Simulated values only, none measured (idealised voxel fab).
process module | voxel capacitor over wiring
cross-section cut | 170 nm wide | cells 5 nm
A cross-section is a grid of square cells, given in bands from the top down. A band is one or more rows of cells.
Each band's line starts with the height of the band's top and of its bottom, in nm. Then come its materials from left to right, each with its width in nm. One material with "throughout" fills the band from edge to edge. "air" is empty space.
Height 0 is the level under which the wafer as received is all one material. The lowest band goes on downwards, as in "0 down".
A width such as "30 to 40" changes by the same amount from each row of cells to the next, from the band's top row to its bottom row.
"no change" after a step means that no cell of the cross-section changed.
closed voids: empty space of 8 cells or more with no open way to the top, each as width x height at its distance from the left edge, in nm
after a step's settings: what the simulator itself notes on the step
overlay nm, on a step with a mask: how far to the right of its planned place the mask lay; to the left if negative
plan
1 op RECEIVE | material Si
2 op CONFORMAL_DEP | material SiO2 | thk nm 10
3 op DIRECTIONAL_DEP | material TiN | thk nm 5
4 op DIRECTIONAL_DEP | material Ru | thk nm 15
5 op MASKED_ETCH | tone cover | mask id METAL_1 | width nm 25 | pitch nm 80 | etch materials Ru | depth nm 15 | overlay nm 0
6 op MASKED_ETCH | tone cover | mask id METAL_1 | width nm 25 | pitch nm 80 | etch materials TiN | depth nm 5 | overlay nm 0
7 op CONFORMAL_DEP | material SiCN | thk nm 5
8 op FILL_DEP | material lowk | thk nm 10
9 op CMP | height nm 30
10 op CONFORMAL_DEP | material SiCN | thk nm 5
11 op DIRECTIONAL_DEP | material lowk | thk nm 15
12 op PATTERN | tone open | mask id PLUG_1 | material resist | width nm 15 | thk nm 15 | overlay nm 0
13 op DIRECTIONAL_ETCH | etch materials lowk | depth nm 15
14 op DIRECTIONAL_ETCH | etch materials SiCN | depth nm 5
15 op STRIP | etch materials resist
16 op CONFORMAL_DEP | material TiN | thk nm 5
17 op FILL_DEP | material Ru | thk nm 5
18 op CMP | height nm 50
19 op DIRECTIONAL_DEP | material TiN | thk nm 10
20 op DIRECTIONAL_DEP | material SiN | thk nm 5
21 op DIRECTIONAL_DEP | material TiN | thk nm 10
22 op PATTERN | tone cover | mask id UPPER_PLATE | material resist | width nm 60 | thk nm 15 | overlay nm 0
23 op DIRECTIONAL_ETCH | etch materials TiN | depth nm 10
24 op DIRECTIONAL_ETCH | etch materials SiN | depth nm 5
25 op STRIP | etch materials resist
26 op DIRECTIONAL_DEP | material aC | thk nm 10
27 op PATTERN | tone cover | mask id LOWER_PLATE | material resist | width nm 70 | thk nm 25 | overlay nm 0
28 op DIRECTIONAL_ETCH | etch materials aC | depth nm 10
29 op STRIP | etch materials resist
30 op DIRECTIONAL_ETCH | etch materials TiN | depth nm 10
31 op STRIP | etch materials aC
32 op FILL_DEP | material SiO2 | thk nm 15
33 op CMP | height nm 85
34 op DIRECTIONAL_DEP | material aC | thk nm 15
35 op PATTERN | tone open | mask id PLUG_2 | material resist | width nm 15 | thk nm 30 | overlay nm 0
36 op DIRECTIONAL_ETCH | etch materials aC | depth nm 15
37 op STRIP | etch materials resist
38 op DIRECTIONAL_ETCH | etch materials SiO2 | depth nm 10
39 op STRIP | etch materials aC
40 op CONFORMAL_DEP | material TiN | thk nm 5
41 op FILL_DEP | material Ru | thk nm 10
42 op CMP | height nm 85
43 op CONFORMAL_DEP | material SiCN | thk nm 5
as received, after step 1
  0 down: Si throughout
  closed voids: none
first wafer at the end, as planned
  90 to 85: SiCN throughout
  85 to 80: SiO2 50 | TiN 5 | Ru 5 | TiN 5 | SiO2 105
  80 to 75: SiO2 50 | TiN 15 | SiO2 105
  75 to 65: SiO2 40 | TiN 60 | SiO2 70
  65 to 60: SiO2 40 | SiN 60 | SiO2 70
  60 to 50: SiO2 35 | TiN 70 | SiO2 65
  50 to 35: lowk 40 | TiN 5 | Ru 5 | TiN 5 | lowk 115
  35 to 30: SiCN 40 | TiN 15 | SiCN 115
  30 to 15: lowk 25 | SiCN 5 | Ru 25 | SiCN 5 | lowk 45 | SiCN 5 | Ru 25 | SiCN 5 | lowk 30
  15 to 10: SiCN 30 | TiN 25 | SiCN 55 | TiN 25 | SiCN 35
  10 to 0: SiO2 throughout
  0 down: Si throughout
  closed voids: none
second wafer at the end: like start, like plan, one mistake
  90 to 85: SiCN throughout
  85 to 80: SiO2 50 | TiN 5 | Ru 5 | TiN 5 | SiO2 105
  80 to 75: SiO2 50 | TiN 15 | SiO2 105
  75 to 65: SiO2 40 | TiN 60 | SiO2 70
  65 to 60: SiO2 40 | SiN 60 | SiO2 70
  60 to 50: SiO2 40 | TiN 70 | SiO2 60
  50 to 35: lowk 40 | TiN 5 | Ru 5 | TiN 5 | lowk 115
  35 to 30: SiCN 40 | TiN 15 | SiCN 115
  30 to 15: lowk 25 | SiCN 5 | Ru 25 | SiCN 5 | lowk 45 | SiCN 5 | Ru 25 | SiCN 5 | lowk 30
  15 to 10: SiCN 30 | TiN 25 | SiCN 55 | TiN 25 | SiCN 35
  10 to 0: SiO2 throughout
  0 down: Si throughout
  closed voids: none
what went wrong: step 27 ran as: op PATTERN | tone cover | mask id LOWER_PLATE | material resist | width nm 70 | thk nm 25 | overlay nm 5
at the end the second wafer has, in cells: as many of each material as the first, in other places
